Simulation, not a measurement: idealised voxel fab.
Module name: voxel quadruple lines (process module)
Section cut is 285 nm wide and gridded with 5 nm square cells.
We lay out every cross-section as a grid of square cells and spell it out in bands from the top down, where one band means one or more rows of cells. Read a band's entry like this: the first values are the height of its top and the height of its bottom in nm, and what follows is the sequence of materials from left to right, each with its width in nm. Note that "empty" is empty space, and that a single material marked "full width" reaches across the band from edge to edge. Height reference: 0 = level under which incoming wafer is all one material. Lowest band: no bottom, runs on downward, e.g. "0 nm and below". You'd read "30 to 40" like this: the band's top row of cells is as wide as the first number, its bottom row is as wide as the second, and going down, every row changes width by the same amount as the row before did. No cell of the cross-section changed in a step that is given as "remains unaltered". Closed void roster: empty space of 8 cells or more with no open way to the top, each as width x height at its distance from the left edge, in nm. Text after the settings on a step's line: the simulator's own remark on that step. overlay nm, on a step with a mask: how far to the right of its planned place the mask lay; to the left if negative.
### Set out below are the planned steps of the process
1. RECEIVE,material Si
2. CONFORMAL_DEP,material SiO2,thk nm 5
3. DIRECTIONAL_DEP,material W,thk nm 10
4. DIRECTIONAL_DEP,material polySi,thk nm 20
5. DIRECTIONAL_DEP,material aC,thk nm 25
6. PATTERN,tone cover,mask id MANDREL,material resist,width nm 15,pitch nm 60,thk nm 35,overlay nm 0
7. DIRECTIONAL_ETCH,etch materials aC,depth nm 25
8. STRIP,etch materials resist
9. CONFORMAL_DEP,material SiO2,thk nm 10
10. DIRECTIONAL_ETCH,etch materials SiO2,depth nm 10
11. STRIP,etch materials aC
12. DIRECTIONAL_ETCH,etch materials polySi,depth nm 20
13. STRIP,etch materials SiO2
14. CONFORMAL_DEP,material SiCN,thk nm 5
15. DIRECTIONAL_ETCH,etch materials SiCN,depth nm 5
16. STRIP,etch materials polySi
17. DIRECTIONAL_ETCH,etch materials W,depth nm 10
18. STRIP,etch materials SiCN
Don't read the plan's width nm for step 6 as applying to every wafer: that's the first wafer's value, and the wafers differ in it, though they all start identical.
### The as-received cross-section of the first of several wafers corresponds to the state after step 1
* 0 nm and below = Si full width
* Closed void roster: none
### Each row below is a wafer at the end of the module, listing for every material the number of cells it has gained (+) or lost (-) since it was received, followed by its closed voids
width nm 15; +57 SiO2; +16 W; Closed void roster: none
width nm 20; +57 SiO2; +16 W; Closed void roster: none
width nm 25; +57 SiO2; +16 W; Closed void roster: none
width nm 30; +57 SiO2; +16 W; Closed void roster: none
width nm 35; +57 SiO2; +14 W; Closed void roster: none
